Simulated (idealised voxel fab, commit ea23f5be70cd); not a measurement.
process module | voxel lift off
cross-section cut | 195 nm wide | cells 5 nm
A cross-section is a grid of square cells, given in bands from the top down. A band is one or more rows of cells.
Each band's line starts with the height of the band's top and of its bottom, in nm. Then come its materials from left to right, each with its width in nm. One material with "throughout" fills the band from edge to edge. "air" is empty space.
Height 0 is the level under which the wafer as received is all one material. The lowest band goes on downwards, as in "0 down".
A width such as "30 to 40" changes by the same amount from each row of cells to the next, from the band's top row to its bottom row.
"no change" after a step means that no cell of the cross-section changed.
closed voids: empty space of 8 cells or more with no open way to the top, each as width x height at its distance from the left edge, in nm
after a step's settings: what the simulator itself notes on the step
overlay nm, on a step with a mask: how far to the right of its planned place the mask lay; to the left if negative
plan
1 op RECEIVE | material Si
2 op CONFORMAL_DEP | material Al2O3 | thk nm 15
3 op PATTERN | tone open | mask id LINES | material resist | width nm 15 | pitch nm 45 | thk nm 30 | overlay nm 0
4 op DIRECTIONAL_DEP | material Ru | thk nm 15
5 op STRIP | etch materials resist
6 op CONFORMAL_DEP | material SiN | thk nm 5
as received, after step 1
  0 down: Si throughout
  closed voids: none
a wafer at the end: this start, this plan, one mistake
  35 to 30: SiN 25 | air 5 | SiN 40 | air 5 | SiN 40 | air 5 | SiN 40 | air 5 | SiN 30
  30 to 20: Ru 20 | SiN 5 | air 5 | SiN 5 | Ru 30 | SiN 5 | air 5 | SiN 5 | Ru 30 | SiN 5 | air 5 | SiN 5 | Ru 30 | SiN 5 | air 5 | SiN 5 | Ru 25
  20 to 15: Ru 20 | SiN 15 | Ru 30 | SiN 15 | Ru 30 | SiN 15 | Ru 30 | SiN 15 | Ru 25
  15 to 0: Al2O3 throughout
  0 down: Si throughout
  closed voids: none
what went wrong: step 3 ran as: op PATTERN | tone cover | mask id LINES | material resist | width nm 15 | pitch nm 45 | thk nm 30 | overlay nm 0
